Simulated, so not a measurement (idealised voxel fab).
The following is a process module called voxel trench capacitor.
FYI the section here is cut, 275 nm wide, cells are 5 nm squares.
A cross-section is a grid of square cells, given in bands from the top down. A band is one or more rows of cells. Band entry format. Leading values: height of top, height of bottom, nm. Remainder: materials in left-to-right order, each with its width in nm. Special words: "edge to edge" on a single material, which then fills the band edge to edge; "blank", empty space. Heads up on the height convention: 0 is the point under which the incoming wafer is all one material, and the lowest band has no bottom, it just keeps going down, like "0..down". So if you see something like "30 to 40" for the width, read it as the top row of the band sitting at the first number and the bottom row at the second, with every row in between moving by the same amount as the last. It should be understood that the words "nothing different", when stated for a given step, signify that the cross-section underwent no change in any of its cells during that step. Entry "Voids, sealed" = empty spaces >= 8 cells with no open way to the top; each as width x height at distance, distance from left edge, all nm. Step line, after settings: the simulator's comment on this step. The optional step-line setting "overlay nm" applies to steps with a mask and quantifies how far to the right of its planned location the mask lay, a negative value indicating leftward placement.
Below is the list of planned process steps:
| 1 | RECEIVE: material Si |
| 2 | CONFORMAL_DEP: material SiN, thk nm 10 |
| 3 | MASKED_ETCH: tone open, mask id TRENCH, width nm 30, pitch nm 60, etch materials SiN, depth nm 10, overlay nm 0 |
| 4 | MASKED_ETCH: tone open, mask id TRENCH, width nm 30, pitch nm 60, etch materials Si, depth nm 25, overlay nm 0 |
| 5 | CONFORMAL_DEP: material Al2O3, thk nm 5 |
| 6 | CONFORMAL_DEP: material TiN, thk nm 5 |
| 7 | FILL_DEP: material W, thk nm 10 |
| 8 | CMP: height nm 10 |
Concerning the first of two wafers, which was run in accordance with the plan:
So this is the incoming wafer in cross-section - it's already been through step 1:
	0..down: Si edge to edge
	Voids, sealed: none
Cross-section of the wafer after step 2:
	10..0: SiN edge to edge
	Everything under 0 stays put, no change at all.
Cross-section of the wafer after step 3:
	10..0: SiN 30 nm  blank 30 nm  SiN 30 nm  blank 30 nm  SiN 30 nm  blank 30 nm  SiN 30 nm  blank 30 nm  SiN 35 nm
	Everything under 0 stays put, no change at all.
Cross-section of the wafer after step 4:
	10..0: SiN 30 nm  blank 30 nm  SiN 30 nm  blank 30 nm  SiN 30 nm  blank 30 nm  SiN 30 nm  blank 30 nm  SiN 35 nm
	0..-25: Si 30 nm  blank 30 nm  Si 30 nm  blank 30 nm  Si 30 nm  blank 30 nm  Si 30 nm  blank 30 nm  Si 35 nm
	Everything under -25 stays put, no change at all.
Cross-section of the wafer after step 5:
	15..10: Al2O3 35 nm  blank 20 nm  Al2O3 40 nm  blank 20 nm  Al2O3 40 nm  blank 20 nm  Al2O3 40 nm  blank 20 nm  Al2O3 40 nm
	10..0: SiN 30 nm  Al2O3 5 nm  blank 20 nm  Al2O3 5 nm  SiN 30 nm  Al2O3 5 nm  blank 20 nm  Al2O3 5 nm  SiN 30 nm  Al2O3 5 nm  blank 20 nm  Al2O3 5 nm  SiN 30 nm  Al2O3 5 nm  blank 20 nm  Al2O3 5 nm  SiN 35 nm
	0..-20: Si 30 nm  Al2O3 5 nm  blank 20 nm  Al2O3 5 nm  Si 30 nm  Al2O3 5 nm  blank 20 nm  Al2O3 5 nm  Si 30 nm  Al2O3 5 nm  blank 20 nm  Al2O3 5 nm  Si 30 nm  Al2O3 5 nm  blank 20 nm  Al2O3 5 nm  Si 35 nm
	-20..-25: Si 30 nm  Al2O3 30 nm  Si 30 nm  Al2O3 30 nm  Si 30 nm  Al2O3 30 nm  Si 30 nm  Al2O3 30 nm  Si 35 nm
	Everything under -25 stays put, no change at all.
Cross-section of the wafer after step 6:
	20..15: TiN 40 nm  blank 10 nm  TiN 50 nm  blank 10 nm  TiN 50 nm  blank 10 nm  TiN 50 nm  blank 10 nm  TiN 45 nm
	15..10: Al2O3 35 nm  TiN 5 nm  blank 10 nm  TiN 5 nm  Al2O3 40 nm  TiN 5 nm  blank 10 nm  TiN 5 nm  Al2O3 40 nm  TiN 5 nm  blank 10 nm  TiN 5 nm  Al2O3 40 nm  TiN 5 nm  blank 10 nm  TiN 5 nm  Al2O3 40 nm
	10..0: SiN 30 nm  Al2O3 5 nm  TiN 5 nm  blank 10 nm  TiN 5 nm  Al2O3 5 nm  SiN 30 nm  Al2O3 5 nm  TiN 5 nm  blank 10 nm  TiN 5 nm  Al2O3 5 nm  SiN 30 nm  Al2O3 5 nm  TiN 5 nm  blank 10 nm  TiN 5 nm  Al2O3 5 nm  SiN 30 nm  Al2O3 5 nm  TiN 5 nm  blank 10 nm  TiN 5 nm  Al2O3 5 nm  SiN 35 nm
	0..-15: Si 30 nm  Al2O3 5 nm  TiN 5 nm  blank 10 nm  TiN 5 nm  Al2O3 5 nm  Si 30 nm  Al2O3 5 nm  TiN 5 nm  blank 10 nm  TiN 5 nm  Al2O3 5 nm  Si 30 nm  Al2O3 5 nm  TiN 5 nm  blank 10 nm  TiN 5 nm  Al2O3 5 nm  Si 30 nm  Al2O3 5 nm  TiN 5 nm  blank 10 nm  TiN 5 nm  Al2O3 5 nm  Si 35 nm
	-15..-20: Si 30 nm  Al2O3 5 nm  TiN 20 nm  Al2O3 5 nm  Si 30 nm  Al2O3 5 nm  TiN 20 nm  Al2O3 5 nm  Si 30 nm  Al2O3 5 nm  TiN 20 nm  Al2O3 5 nm  Si 30 nm  Al2O3 5 nm  TiN 20 nm  Al2O3 5 nm  Si 35 nm
	Everything under -20 stays put, no change at all.
Cross-section of the wafer after step 7:
	30..20: W edge to edge
	20..15: TiN 40 nm  W 10 nm  TiN 50 nm  W 10 nm  TiN 50 nm  W 10 nm  TiN 50 nm  W 10 nm  TiN 45 nm
	15..10: Al2O3 35 nm  TiN 5 nm  W 10 nm  TiN 5 nm  Al2O3 40 nm  TiN 5 nm  W 10 nm  TiN 5 nm  Al2O3 40 nm  TiN 5 nm  W 10 nm  TiN 5 nm  Al2O3 40 nm  TiN 5 nm  W 10 nm  TiN 5 nm  Al2O3 40 nm
	10..0: SiN 30 nm  Al2O3 5 nm  TiN 5 nm  W 10 nm  TiN 5 nm  Al2O3 5 nm  SiN 30 nm  Al2O3 5 nm  TiN 5 nm  W 10 nm  TiN 5 nm  Al2O3 5 nm  SiN 30 nm  Al2O3 5 nm  TiN 5 nm  W 10 nm  TiN 5 nm  Al2O3 5 nm  SiN 30 nm  Al2O3 5 nm  TiN 5 nm  W 10 nm  TiN 5 nm  Al2O3 5 nm  SiN 35 nm
	0..-15: Si 30 nm  Al2O3 5 nm  TiN 5 nm  W 10 nm  TiN 5 nm  Al2O3 5 nm  Si 30 nm  Al2O3 5 nm  TiN 5 nm  W 10 nm  TiN 5 nm  Al2O3 5 nm  Si 30 nm  Al2O3 5 nm  TiN 5 nm  W 10 nm  TiN 5 nm  Al2O3 5 nm  Si 30 nm  Al2O3 5 nm  TiN 5 nm  W 10 nm  TiN 5 nm  Al2O3 5 nm  Si 35 nm
	Everything under -15 stays put, no change at all.
Cross-section of the wafer after step 8:
	10..0: SiN 30 nm  Al2O3 5 nm  TiN 5 nm  W 10 nm  TiN 5 nm  Al2O3 5 nm  SiN 30 nm  Al2O3 5 nm  TiN 5 nm  W 10 nm  TiN 5 nm  Al2O3 5 nm  SiN 30 nm  Al2O3 5 nm  TiN 5 nm  W 10 nm  TiN 5 nm  Al2O3 5 nm  SiN 30 nm  Al2O3 5 nm  TiN 5 nm  W 10 nm  TiN 5 nm  Al2O3 5 nm  SiN 35 nm
	Everything under 0 stays put, no change at all.
The second wafer began exactly as the first did and followed the same plan, but one mistake was made while running it; through step 7 inclusive, the two wafers are identical:
Cross-section of the second wafer at the time step 8 of the plan should have ended: nothing different
What broke from the plan during processing? with respect to the plan, step 8 was omitted and not executed
The second wafer ends with more or fewer cells of some materials than the first, per final count: Al2O3 +39; TiN +55; W +126
